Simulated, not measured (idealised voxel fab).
Process module, titled voxel gate over fins
In the cross-section labelled cut, the width is 175 nm and each square cell is 5 nm.
Cross-section format: a grid of square cells, given as bands from top to bottom; each band is one or more rows of cells. Top, bottom (nm), then materials left to right with widths (nm); lone material tagged "throughout" fills the whole band edge to edge; "air" = empty space. Where do heights start? At 0: under that level the wafer as delivered is made of one material only. And the lowest band has no floor; it just carries on downward, as in "0..down". Read "30..40" as a graded width: first number on top, second number at the bottom, same change between each pair of neighbouring rows. Where a step carries "same as before", the cross-section came out of it unchanged, cell for cell. Listed in "Sealed voids": every empty space of 8 or more cells without an open way to the top. Form: width x height at distance, the distance being from the left edge, all in nm. Text after the settings on a step's line: the simulator's own remark on that step. "overlay nm" on a masked step: distance the mask lay right of its planned place, negative for left.

This section lists the process steps that were planned
- 1: RECEIVE: material Si
- 2: CONFORMAL_DEP: material SiN, thk nm 10
- 3: MASKED_ETCH: tone cover, mask id FINS, width nm 15, pitch nm 45, etch materials SiN, depth nm 10, overlay nm 0
- 4: MASKED_ETCH: tone cover, mask id FINS, width nm 15, pitch nm 45, etch materials Si, depth nm 30, overlay nm 0
- 5: OXIDIZE: depth nm 5
- 6: FILL_DEP: material SiO2, thk nm 5
- 7: CMP: height nm 10
- 8: SELECTIVE_ETCH: etch materials SiO2, depth nm 20
- 9: STRIP: etch materials SiN
- 10: CONFORMAL_DEP: material HfO2, thk nm 5
- 11: CONFORMAL_DEP: material TiN, thk nm 5
- 12: CONFORMAL_DEP: material TiAl, thk nm 5
- 13: CONFORMAL_DEP: material TiN, thk nm 5
- 14: FILL_DEP: material W, thk nm 10
- 15: CMP: height nm 25
- 16: CONFORMAL_DEP: material SiCN, thk nm 5

Wafer at receipt (post step 1), cross-section
  0..down = Si throughout
  Sealed voids: none

The cross-section shown corresponds to the wafer at the conclusion of the module. The initial structure and the process plan are those presented above; however, one mistake occurred in executing the plan
  30..25 = SiCN throughout
  25..20 = W throughout
  20..15 = TiN throughout
  15..10 = TiAl throughout
  10..5 = TiN: 40 / TiAl: 5 / TiN: 40 / TiAl: 5 / TiN: 40 / TiAl: 5 / TiN: 40
  5..0 = HfO2: 35 / TiN: 15 / HfO2: 30 / TiN: 15 / HfO2: 30 / TiN: 15 / HfO2: 35
  0..-5 = Si: 30 / HfO2: 25 / Si: 20 / HfO2: 25 / Si: 20 / HfO2: 25 / Si: 30
  -5..down = Si throughout
  Sealed voids: none
Short version of what went wrong: step 3 was processed under conditions differing from the plan, specifically as MASKED_ETCH: tone open, mask id FINS, width nm 15, pitch nm 45, etch materials SiN, depth nm 10, overlay nm 0
